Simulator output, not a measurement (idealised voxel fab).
This section sets out a process module, namely voxel self aligned vias.
155 nm wide, 5 nm square cells: that's cross-section cut.
Cross-section layout: square cells on a grid; listed as bands, top to bottom; a band spans one or more cell rows.
Band entry format. Leading values: height of top, height of bottom, nm. Remainder: materials in left-to-right order, each with its width in nm. Special words: "full width" on a single material, which then fills the band edge to edge; "blank", empty space.
All heights in this document are referenced to 0, defined as the level beneath which the wafer, as received, consists entirely of one material. The lowest band is not bounded below; it extends indefinitely downward and is written in the form "0 -> down".
Read "30..40" as a graded width: first number on top, second number at the bottom, same change between each pair of neighbouring rows.
Step note "no change" = no cross-section cell changed.
Entry "Listed closed voids". Content: empty spaces with no open connection to the top, size 8 cells or greater. Each: width x height at distance. Distance: from left edge. Unit: nm.
Formally, on a step line, whatever follows the settings is a remark that the simulator itself makes on the step.
overlay nm: right-of-plan distance of the mask on a masked step; negative values mean left-of-plan.
Intended process steps
1,RECEIVE,material Si
2,CONFORMAL_DEP,material SiO2,thk nm 15
3,CONFORMAL_DEP,material SiCN,thk nm 5
4,DIRECTIONAL_DEP,material lowk,thk nm 30
5,MASKED_ETCH,tone open,mask id LINES,width nm 30,pitch nm 60,etch materials lowk,depth nm 30,overlay nm 0
6,CONFORMAL_DEP,material TiN,thk nm 5
7,FILL_DEP,material W,thk nm 5
8,CMP,height nm 50
9,SELECTIVE_ETCH,etch materials W Ru TiN,depth nm 5
10,FILL_DEP,material SiN,thk nm 10
11,CMP,height nm 50
12,DIRECTIONAL_DEP,material lowk,thk nm 20
13,DIRECTIONAL_DEP,material aC,thk nm 10
14,PATTERN,tone open,mask id VIAS,material resist,width nm 40,pitch nm 60,thk nm 25,overlay nm 0
15,DIRECTIONAL_ETCH,etch materials aC,depth nm 10
16,STRIP,etch materials resist
17,DIRECTIONAL_ETCH,etch materials lowk,depth nm 20
18,DIRECTIONAL_ETCH,etch materials SiN,depth nm 5
19,STRIP,etch materials aC
20,CONFORMAL_DEP,material TiN,thk nm 5
21,FILL_DEP,material Ru,thk nm 5
22,CMP,height nm 70
23,CONFORMAL_DEP,material SiN,thk nm 5
First of the two wafers, run per plan
The cross-section here shows the wafer as received, i.e. in its state after step 1
> 0 -> down | Si full width
> Listed closed voids: none
Cross-sectional representation of the wafer at the conclusion of step 2
> 15 -> 0 | SiO2 full width
> Under the height 0 nothing was changed.
Cross-sectional representation of the wafer at the conclusion of step 3
> 20 -> 15 | SiCN full width
> Under the height 15 nothing was changed.
Cross-sectional representation of the wafer at the conclusion of step 4
> 50 -> 20 | lowk full width
> Under the height 20 nothing was changed.
Cross-sectional representation of the wafer at the conclusion of step 5
> 50 -> 20 | lowk=30 | blank=30 | lowk=30 | blank=30 | lowk=35
> Under the height 20 nothing was changed.
Cross-sectional representation of the wafer at the conclusion of step 6
> 55 -> 50 | TiN=35 | blank=20 | TiN=40 | blank=20 | TiN=40
> 50 -> 25 | lowk=30 | TiN=5 | blank=20 | TiN=5 | lowk=30 | TiN=5 | blank=20 | TiN=5 | lowk=35
> 25 -> 20 | lowk=30 | TiN=30 | lowk=30 | TiN=30 | lowk=35
> Under the height 20 nothing was changed.
Cross-sectional representation of the wafer at the conclusion of step 7
> 60 -> 55 | W full width
> 55 -> 50 | TiN=35 | W=20 | TiN=40 | W=20 | TiN=40
> 50 -> 25 | lowk=30 | TiN=5 | W=20 | TiN=5 | lowk=30 | TiN=5 | W=20 | TiN=5 | lowk=35
> Under the height 25 nothing was changed.
Cross-sectional representation of the wafer at the conclusion of step 8
> 50 -> 25 | lowk=30 | TiN=5 | W=20 | TiN=5 | lowk=30 | TiN=5 | W=20 | TiN=5 | lowk=35
> Under the height 25 nothing was changed.
Cross-sectional representation of the wafer at the conclusion of step 9
> 50 -> 45 | lowk=30 | blank=30 | lowk=30 | blank=30 | lowk=35
> Under the height 45 nothing was changed.
Cross-sectional representation of the wafer at the conclusion of step 10
> 60 -> 50 | SiN full width
> 50 -> 45 | lowk=30 | SiN=30 | lowk=30 | SiN=30 | lowk=35
> Under the height 45 nothing was changed.
Cross-sectional representation of the wafer at the conclusion of step 11
> 50 -> 45 | lowk=30 | SiN=30 | lowk=30 | SiN=30 | lowk=35
> Under the height 45 nothing was changed.
Cross-sectional representation of the wafer at the conclusion of step 12
> 70 -> 50 | lowk full width
> Under the height 50 nothing was changed.
Cross-sectional representation of the wafer at the conclusion of step 13
> 80 -> 70 | aC full width
> Under the height 70 nothing was changed.
Cross-sectional representation of the wafer at the conclusion of step 14
> 105 -> 80 | resist=25 | blank=40 | resist=20 | blank=40 | resist=30
> Under the height 80 nothing was changed.
Cross-sectional representation of the wafer at the conclusion of step 15
> 95 -> 80 | resist=25 | blank=40 | resist=20 | blank=40 | resist=30
> 80 -> 70 | aC=25 | blank=40 | aC=20 | blank=40 | aC=30
> Under the height 70 nothing was changed.
Cross-sectional representation of the wafer at the conclusion of step 16
> 80 -> 70 | aC=25 | blank=40 | aC=20 | blank=40 | aC=30
> Under the height 70 nothing was changed.
Cross-sectional representation of the wafer at the conclusion of step 17
> 80 -> 70 | aC=25 | blank=40 | aC=20 | blank=40 | aC=30
> 70 -> 50 | lowk=25 | blank=40 | lowk=20 | blank=40 | lowk=30
> Under the height 50 nothing was changed.
Cross-sectional representation of the wafer at the conclusion of step 18
> 80 -> 70 | aC=25 | blank=40 | aC=20 | blank=40 | aC=30
> 70 -> 50 | lowk=25 | blank=40 | lowk=20 | blank=40 | lowk=30
> 50 -> 45 | lowk=30 | blank=30 | lowk=30 | blank=30 | lowk=35
> Under the height 45 nothing was changed.
Cross-sectional representation of the wafer at the conclusion of step 19
> 70 -> 50 | lowk=25 | blank=40 | lowk=20 | blank=40 | lowk=30
> Under the height 50 nothing was changed.
Cross-sectional representation of the wafer at the conclusion of step 20
> 75 -> 70 | TiN=30 | blank=30 | TiN=30 | blank=30 | TiN=35
> 70 -> 55 | lowk=25 | TiN=5 | blank=30 | TiN=5 | lowk=20 | TiN=5 | blank=30 | TiN=5 | lowk=30
> 55 -> 50 | lowk=25 | TiN=10 | blank=20 | TiN=10 | lowk=20 | TiN=10 | blank=20 | TiN=10 | lowk=30
> 50 -> 45 | lowk=30 | TiN=30 | lowk=30 | TiN=30 | lowk=35
> Under the height 45 nothing was changed.
Cross-sectional representation of the wafer at the conclusion of step 21
> 80 -> 75 | Ru full width
> 75 -> 70 | TiN=30 | Ru=30 | TiN=30 | Ru=30 | TiN=35
> 70 -> 55 | lowk=25 | TiN=5 | Ru=30 | TiN=5 | lowk=20 | TiN=5 | Ru=30 | TiN=5 | lowk=30
> 55 -> 50 | lowk=25 | TiN=10 | Ru=20 | TiN=10 | lowk=20 | TiN=10 | Ru=20 | TiN=10 | lowk=30
> Under the height 50 nothing was changed.
Cross-sectional representation of the wafer at the conclusion of step 22
> 70 -> 55 | lowk=25 | TiN=5 | Ru=30 | TiN=5 | lowk=20 | TiN=5 | Ru=30 | TiN=5 | lowk=30
> Under the height 55 nothing was changed.
Cross-sectional representation of the wafer at the conclusion of step 23
> 75 -> 70 | SiN full width
> Under the height 70 nothing was changed.
Second wafer, same starting state and plan as the first, one mistake in the run, identical through step 13
Second wafer, cross-section, planned end of step 14
> 105 -> 80 | resist=30 | blank=40 | resist=20 | blank=40 | resist=25
> Under the height 80 nothing was changed.
Second wafer, cross-section, planned end of step 15
> 95 -> 80 | resist=30 | blank=40 | resist=20 | blank=40 | resist=25
> 80 -> 70 | aC=30 | blank=40 | aC=20 | blank=40 | aC=25
> Under the height 70 nothing was changed.
Second wafer, cross-section, planned end of step 16
> 80 -> 70 | aC=30 | blank=40 | aC=20 | blank=40 | aC=25
> Under the height 70 nothing was changed.
Second wafer, cross-section, planned end of step 17
> 80 -> 70 | aC=30 | blank=40 | aC=20 | blank=40 | aC=25
> 70 -> 50 | lowk=30 | blank=40 | lowk=20 | blank=40 | lowk=25
> Under the height 50 nothing was changed.
Second wafer, cross-section, planned end of step 18
> 80 -> 70 | aC=30 | blank=40 | aC=20 | blank=40 | aC=25
> 70 -> 50 | lowk=30 | blank=40 | lowk=20 | blank=40 | lowk=25
> 50 -> 45 | lowk=30 | blank=30 | lowk=30 | blank=30 | lowk=35
> Under the height 45 nothing was changed.
Second wafer, cross-section, planned end of step 19
> 70 -> 50 | lowk=30 | blank=40 | lowk=20 | blank=40 | lowk=25
> Under the height 50 nothing was changed.
Second wafer, cross-section, planned end of step 20
> 75 -> 70 | TiN=35 | blank=30 | TiN=30 | blank=30 | TiN=30
> 70 -> 55 | lowk=30 | TiN=5 | blank=30 | TiN=5 | lowk=20 | TiN=5 | blank=30 | TiN=5 | lowk=25
> 55 -> 50 | lowk=30 | TiN=5 | blank=20 | TiN=15 | lowk=20 | TiN=5 | blank=20 | TiN=15 | lowk=25
> 50 -> 45 | lowk=30 | TiN=30 | lowk=30 | TiN=30 | lowk=35
> Under the height 45 nothing was changed.
Second wafer, cross-section, planned end of step 21
> 80 -> 75 | Ru full width
> 75 -> 70 | TiN=35 | Ru=30 | TiN=30 | Ru=30 | TiN=30
> 70 -> 55 | lowk=30 | TiN=5 | Ru=30 | TiN=5 | lowk=20 | TiN=5 | Ru=30 | TiN=5 | lowk=25
> 55 -> 50 | lowk=30 | TiN=5 | Ru=20 | TiN=15 | lowk=20 | TiN=5 | Ru=20 | TiN=15 | lowk=25
> Under the height 50 nothing was changed.
Second wafer, cross-section, planned end of step 22
> 70 -> 55 | lowk=30 | TiN=5 | Ru=30 | TiN=5 | lowk=20 | TiN=5 | Ru=30 | TiN=5 | lowk=25
> Under the height 55 nothing was changed.
Second wafer, cross-section, planned end of step 23
> 75 -> 70 | SiN full width
> Under the height 70 nothing was changed.
Diagnosis: so step 14 ended up running with a different setting than we planned, it ran as PATTERN,tone open,mask id VIAS,material resist,width nm 40,pitch nm 60,thk nm 25,overlay nm 5
Tallied in cells, the final second wafer holds each material in the same quantity as the first, although not at the same places.
